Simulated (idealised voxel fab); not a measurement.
The following process module bears the name voxel wiring stack.
Square cell edge 5 nm, section width 165 nm, ID cut.
Cross-section format: a grid of square cells, given as bands from top to bottom; each band is one or more rows of cells.
Look at the band entry: it leads with the top's height and the bottom's height in nm. Then it lists the materials left to right, with a width in nm for each. The word "edge to edge" on a single material says that material fills the band edge to edge. The word "air" is empty space.
Heights are expressed relative to 0, this being the level below which the as-received wafer comprises one material exclusively. The lowest band is unbounded in the downward direction and is denoted as in "0 down".
Quick explanation for "30..40": the width changes in equal steps down the rows of cells, from the first number in the band's top row to the second number in its bottom row.
When a step is marked "changes: none", none of the cells in the cross-section changed during that step.
Heads up: "Voids, enclosed" only lists the empty pockets with no open path to the top that are 8 cells or more, and it writes them as width x height at distance, distance from the left edge, in nm.
What comes after the settings on a step's line is commentary from the simulator itself on that step.
"overlay nm", when on a step's line for a step with a mask, measures how far to the right of its planned place the mask lay; a negative measure means to the left.

The planned process steps are enumerated hereunder
1. RECEIVE, material Si
2. CONFORMAL_DEP, material SiO2, thk nm 10
3. CONFORMAL_DEP, material SiCN, thk nm 5
4. DIRECTIONAL_DEP, material lowk, thk nm 20
5. MASKED_ETCH, tone open, mask id METAL_1, width nm 20, pitch nm 35, etch materials lowk, depth nm 20, overlay nm 0
6. MASKED_ETCH, tone open, mask id METAL_1, width nm 20, pitch nm 35, etch materials SiCN, depth nm 5, overlay nm 0
7. CONFORMAL_DEP, material TiN, thk nm 5
8. FILL_DEP, material Ru, thk nm 10
9. CMP, height nm 35
10. CONFORMAL_DEP, material SiCN, thk nm 5
11. DIRECTIONAL_DEP, material SiO2, thk nm 35
12. MASKED_ETCH, tone open, mask id METAL_2, width nm 20, pitch nm 35, etch materials SiO2, depth nm 20, overlay nm 0
13. MASKED_ETCH, tone open, mask id METAL_2_HOLES, width nm 15, pitch nm 70, etch materials SiO2, depth nm 15, overlay nm 0
14. MASKED_ETCH, tone open, mask id METAL_2_HOLES, width nm 15, pitch nm 70, etch materials SiCN, depth nm 5, overlay nm 0
15. CONFORMAL_DEP, material TiN, thk nm 5
16. FILL_DEP, material Cu, thk nm 5
17. CMP, height nm 75
18. CONFORMAL_DEP, material SiCN, thk nm 5

Of two wafers, the first: run according to plan

As received (post step 1): cross-section
  0 down = Si edge to edge
  Voids, enclosed: none

Step 2 complete: cross-section through the wafer
  10 to 0 = SiO2 edge to edge
  Below 0, no change.

Step 3 complete: cross-section through the wafer
  15 to 10 = SiCN edge to edge
  Below 10, no change.

Step 4 complete: cross-section through the wafer
  35 to 15 = lowk edge to edge
  Below 15, no change.

Step 5 complete: cross-section through the wafer
  35 to 15 = 35 nm lowk; 20 nm air; 15 nm lowk; 20 nm air; 15 nm lowk; 20 nm air; 40 nm lowk
  Below 15, no change.

Step 6 complete: cross-section through the wafer
  35 to 15 = 35 nm lowk; 20 nm air; 15 nm lowk; 20 nm air; 15 nm lowk; 20 nm air; 40 nm lowk
  15 to 10 = 35 nm SiCN; 20 nm air; 15 nm SiCN; 20 nm air; 15 nm SiCN; 20 nm air; 40 nm SiCN
  Below 10, no change.

Step 7 complete: cross-section through the wafer
  40 to 35 = 40 nm TiN; 10 nm air; 25 nm TiN; 10 nm air; 25 nm TiN; 10 nm air; 45 nm TiN
  35 to 15 = 35 nm lowk; 5 nm TiN; 10 nm air; 5 nm TiN; 15 nm lowk; 5 nm TiN; 10 nm air; 5 nm TiN; 15 nm lowk; 5 nm TiN; 10 nm air; 5 nm TiN; 40 nm lowk
  15 to 10 = 35 nm SiCN; 20 nm TiN; 15 nm SiCN; 20 nm TiN; 15 nm SiCN; 20 nm TiN; 40 nm SiCN
  Below 10, no change.

Step 8 complete: cross-section through the wafer
  50 to 40 = Ru edge to edge
  40 to 35 = 40 nm TiN; 10 nm Ru; 25 nm TiN; 10 nm Ru; 25 nm TiN; 10 nm Ru; 45 nm TiN
  35 to 15 = 35 nm lowk; 5 nm TiN; 10 nm Ru; 5 nm TiN; 15 nm lowk; 5 nm TiN; 10 nm Ru; 5 nm TiN; 15 nm lowk; 5 nm TiN; 10 nm Ru; 5 nm TiN; 40 nm lowk
  Below 15, no change.

Step 9 complete: cross-section through the wafer
  35 to 15 = 35 nm lowk; 5 nm TiN; 10 nm Ru; 5 nm TiN; 15 nm lowk; 5 nm TiN; 10 nm Ru; 5 nm TiN; 15 nm lowk; 5 nm TiN; 10 nm Ru; 5 nm TiN; 40 nm lowk
  Below 15, no change.

Step 10 complete: cross-section through the wafer
  40 to 35 = SiCN edge to edge
  Below 35, no change.

Step 11 complete: cross-section through the wafer
  75 to 40 = SiO2 edge to edge
  Below 40, no change.

Step 12 complete: cross-section through the wafer
  75 to 55 = 35 nm SiO2; 20 nm air; 15 nm SiO2; 20 nm air; 15 nm SiO2; 20 nm air; 40 nm SiO2
  Below 55, no change.

Step 13 complete: cross-section through the wafer
  75 to 55 = 35 nm SiO2; 20 nm air; 15 nm SiO2; 20 nm air; 15 nm SiO2; 20 nm air; 40 nm SiO2
  55 to 40 = 35 nm SiO2; 15 nm air; 55 nm SiO2; 15 nm air; 45 nm SiO2
  Below 40, no change.

Step 14 complete: cross-section through the wafer
  75 to 55 = 35 nm SiO2; 20 nm air; 15 nm SiO2; 20 nm air; 15 nm SiO2; 20 nm air; 40 nm SiO2
  55 to 40 = 35 nm SiO2; 15 nm air; 55 nm SiO2; 15 nm air; 45 nm SiO2
  40 to 35 = 35 nm SiCN; 15 nm air; 55 nm SiCN; 15 nm air; 45 nm SiCN
  Below 35, no change.

Step 15 complete: cross-section through the wafer
  80 to 75 = 40 nm TiN; 10 nm air; 25 nm TiN; 10 nm air; 25 nm TiN; 10 nm air; 45 nm TiN
  75 to 60 = 35 nm SiO2; 5 nm TiN; 10 nm air; 5 nm TiN; 15 nm SiO2; 5 nm TiN; 10 nm air; 5 nm TiN; 15 nm SiO2; 5 nm TiN; 10 nm air; 5 nm TiN; 40 nm SiO2
  60 to 55 = 35 nm SiO2; 5 nm TiN; 5 nm air; 10 nm TiN; 15 nm SiO2; 20 nm TiN; 15 nm SiO2; 5 nm TiN; 5 nm air; 10 nm TiN; 40 nm SiO2
  55 to 40 = 35 nm SiO2; 5 nm TiN; 5 nm air; 5 nm TiN; 55 nm SiO2; 5 nm TiN; 5 nm air; 5 nm TiN; 45 nm SiO2
  40 to 35 = 35 nm SiCN; 15 nm TiN; 55 nm SiCN; 15 nm TiN; 45 nm SiCN
  Below 35, no change.

Step 16 complete: cross-section through the wafer
  85 to 80 = Cu edge to edge
  80 to 75 = 40 nm TiN; 10 nm Cu; 25 nm TiN; 10 nm Cu; 25 nm TiN; 10 nm Cu; 45 nm TiN
  75 to 60 = 35 nm SiO2; 5 nm TiN; 10 nm Cu; 5 nm TiN; 15 nm SiO2; 5 nm TiN; 10 nm Cu; 5 nm TiN; 15 nm SiO2; 5 nm TiN; 10 nm Cu; 5 nm TiN; 40 nm SiO2
  60 to 55 = 35 nm SiO2; 5 nm TiN; 5 nm Cu; 10 nm TiN; 15 nm SiO2; 20 nm TiN; 15 nm SiO2; 5 nm TiN; 5 nm Cu; 10 nm TiN; 40 nm SiO2
  55 to 40 = 35 nm SiO2; 5 nm TiN; 5 nm Cu; 5 nm TiN; 55 nm SiO2; 5 nm TiN; 5 nm Cu; 5 nm TiN; 45 nm SiO2
  Below 40, no change.

Step 17 complete: cross-section through the wafer
  75 to 60 = 35 nm SiO2; 5 nm TiN; 10 nm Cu; 5 nm TiN; 15 nm SiO2; 5 nm TiN; 10 nm Cu; 5 nm TiN; 15 nm SiO2; 5 nm TiN; 10 nm Cu; 5 nm TiN; 40 nm SiO2
  Below 60, no change.

Step 18 complete: cross-section through the wafer
  80 to 75 = SiCN edge to edge
  Below 75, no change.

second wafer: like start, like plan, one mistake. Through step 11 it matches the first wafer

Cross-section of the second wafer at the time step 12 of the plan should have ended
  75 to 55 = 40 nm SiO2; 15 nm air; 20 nm SiO2; 15 nm air; 20 nm SiO2; 15 nm air; 40 nm SiO2
  Below 55, no change.

Cross-section of the second wafer at the time step 13 of the plan should have ended
  75 to 60 = 35 nm SiO2; 20 nm air; 20 nm SiO2; 15 nm air; 15 nm SiO2; 20 nm air; 40 nm SiO2
  60 to 55 = 40 nm SiO2; 15 nm air; 20 nm SiO2; 15 nm air; 20 nm SiO2; 15 nm air; 40 nm SiO2
  55 to 40 = 40 nm SiO2; 10 nm air; 60 nm SiO2; 10 nm air; 45 nm SiO2
  Below 40, no change.

Cross-section of the second wafer at the time step 14 of the plan should have ended
  75 to 60 = 35 nm SiO2; 20 nm air; 20 nm SiO2; 15 nm air; 15 nm SiO2; 20 nm air; 40 nm SiO2
  60 to 55 = 40 nm SiO2; 15 nm air; 20 nm SiO2; 15 nm air; 20 nm SiO2; 15 nm air; 40 nm SiO2
  55 to 40 = 40 nm SiO2; 10 nm air; 60 nm SiO2; 10 nm air; 45 nm SiO2
  40 to 35 = 40 nm SiCN; 10 nm air; 60 nm SiCN; 10 nm air; 45 nm SiCN
  Below 35, no change.

Cross-section of the second wafer at the time step 15 of the plan should have ended
  80 to 75 = 40 nm TiN; 10 nm air; 30 nm TiN; 5 nm air; 25 nm TiN; 10 nm air; 45 nm TiN
  75 to 65 = 35 nm SiO2; 5 nm TiN; 10 nm air; 5 nm TiN; 20 nm SiO2; 5 nm TiN; 5 nm air; 5 nm TiN; 15 nm SiO2; 5 nm TiN; 10 nm air; 5 nm TiN; 40 nm SiO2
  65 to 60 = 35 nm SiO2; 10 nm TiN; 5 nm air; 5 nm TiN; 20 nm SiO2; 5 nm TiN; 5 nm air; 5 nm TiN; 15 nm SiO2; 10 nm TiN; 5 nm air; 5 nm TiN; 40 nm SiO2
  60 to 55 = 40 nm SiO2; 15 nm TiN; 20 nm SiO2; 15 nm TiN; 20 nm SiO2; 15 nm TiN; 40 nm SiO2
  55 to 40 = 40 nm SiO2; 10 nm TiN; 60 nm SiO2; 10 nm TiN; 45 nm SiO2
  40 to 35 = 40 nm SiCN; 10 nm TiN; 60 nm SiCN; 10 nm TiN; 45 nm SiCN
  Below 35, no change.

Cross-section of the second wafer at the time step 16 of the plan should have ended
  85 to 80 = Cu edge to edge
  80 to 75 = 40 nm TiN; 10 nm Cu; 30 nm TiN; 5 nm Cu; 25 nm TiN; 10 nm Cu; 45 nm TiN
  75 to 65 = 35 nm SiO2; 5 nm TiN; 10 nm Cu; 5 nm TiN; 20 nm SiO2; 5 nm TiN; 5 nm Cu; 5 nm TiN; 15 nm SiO2; 5 nm TiN; 10 nm Cu; 5 nm TiN; 40 nm SiO2
  65 to 60 = 35 nm SiO2; 10 nm TiN; 5 nm Cu; 5 nm TiN; 20 nm SiO2; 5 nm TiN; 5 nm Cu; 5 nm TiN; 15 nm SiO2; 10 nm TiN; 5 nm Cu; 5 nm TiN; 40 nm SiO2
  Below 60, no change.

Cross-section of the second wafer at the time step 17 of the plan should have ended
  75 to 65 = 35 nm SiO2; 5 nm TiN; 10 nm Cu; 5 nm TiN; 20 nm SiO2; 5 nm TiN; 5 nm Cu; 5 nm TiN; 15 nm SiO2; 5 nm TiN; 10 nm Cu; 5 nm TiN; 40 nm SiO2
  Below 65, no change.

Cross-section of the second wafer at the time step 18 of the plan should have ended
  80 to 75 = SiCN edge to edge
  Below 75, no change.
So what did we get wrong on this run? not per plan at step 12, really ran MASKED_ETCH, tone open, mask id METAL_2, width nm 15, pitch nm 35, etch materials SiO2, depth nm 20, overlay nm 0
End of process, cell counts, second wafer against first, materials with more or fewer: Cu -13 | SiCN +2 | SiO2 +12 | TiN -1
